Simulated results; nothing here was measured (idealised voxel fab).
The following process module bears the name voxel gate over fins.
In the cross-section labelled cut, the width is 295 nm and each square cell is 5 nm.
When this document writes out a cross-section, it uses a grid of square cells and lists it as bands, beginning at the top and moving down, with a band standing for one or more rows of cells. Heads up on the band format: heights come first, top then bottom, in nm. After that it's the materials left to right, each with its width in nm. A single material flagged "everywhere" fills the whole band edge to edge, and "empty" means there's empty space there. We count height from 0. Below that, the starting wafer is all one material. The lowest band never ends at the bottom but goes on down; see "z 0 and below" for how that is written. With a width like "30->40", each row of cells in the band differs from the next by the same amount, the top row carrying the first number and the bottom row the second. It should be understood that the words "nothing changed", when stated for a given step, signify that the cross-section underwent no change in any of its cells during that step. Entry "Enclosed empty spaces". Content: empty spaces with no open connection to the top, size 8 cells or greater. Each: width x height at distance. Distance: from left edge. Unit: nm. Where a step's line continues beyond its settings, the continuation is a remark by the simulator itself on that step. overlay nm: where the mask lay relative to plan, measured to the right, on steps with a mask; negatives go left.
### The process steps that were planned are listed below
1 RECEIVE (material Si)
2 CONFORMAL_DEP (material SiN; thk nm 5)
3 PATTERN (tone cover; mask id FINS; material resist; width nm 15; pitch nm 35; thk nm 15; overlay nm -15)
4 DIRECTIONAL_ETCH (etch materials SiN; depth nm 5)
5 DIRECTIONAL_ETCH (etch materials Si; depth nm 40)
6 STRIP (etch materials resist)
7 FILL_DEP (material SiO2; thk nm 5)
8 CMP (height nm 5)
9 SELECTIVE_ETCH (etch materials SiO2; depth nm 20)
10 STRIP (etch materials SiN)
11 CONFORMAL_DEP (material HfO2; thk nm 5)
12 CONFORMAL_DEP (material TiN; thk nm 5)
13 CONFORMAL_DEP (material TiAl; thk nm 5)
14 CONFORMAL_DEP (material TiN; thk nm 5)
15 FILL_DEP (material W; thk nm 15)
16 CMP (height nm 30)
17 CONFORMAL_DEP (material SiCN; thk nm 10)
Every wafer here starts from the same state; it is the step 3 overlay nm that distinguishes them, and the value the plan gives belongs to the first wafer.
### Received wafers, first of several: cross-section after step 1
> z 0 and below  Si everywhere
> Enclosed empty spaces: none
### Below, a row for every wafer. Read it as the end-of-module picture: for each material the wafer shows its cells gained (+) or lost (-) since it was received, and then its closed voids
overlay nm -15 | +83 HfO2 | -376 Si | +118 SiCN | +235 SiO2 | +65 TiAl | +148 TiN | +199 W | Enclosed empty spaces: none
overlay nm -10 | +83 HfO2 | -376 Si | +118 SiCN | +235 SiO2 | +65 TiAl | +148 TiN | +199 W | Enclosed empty spaces: none
overlay nm -5 | +83 HfO2 | -376 Si | +118 SiCN | +235 SiO2 | +65 TiAl | +148 TiN | +199 W | Enclosed empty spaces: none
overlay nm 0 | +83 HfO2 | -376 Si | +118 SiCN | +235 SiO2 | +65 TiAl | +148 TiN | +199 W | Enclosed empty spaces: none
overlay nm 5 | +83 HfO2 | -376 Si | +118 SiCN | +235 SiO2 | +65 TiAl | +148 TiN | +199 W | Enclosed empty spaces: none
overlay nm 10 | +83 HfO2 | -376 Si | +118 SiCN | +235 SiO2 | +65 TiAl | +148 TiN | +199 W | Enclosed empty spaces: none
overlay nm 15 | +83 HfO2 | -376 Si | +118 SiCN | +235 SiO2 | +65 TiAl | +148 TiN | +199 W | Enclosed empty spaces: none
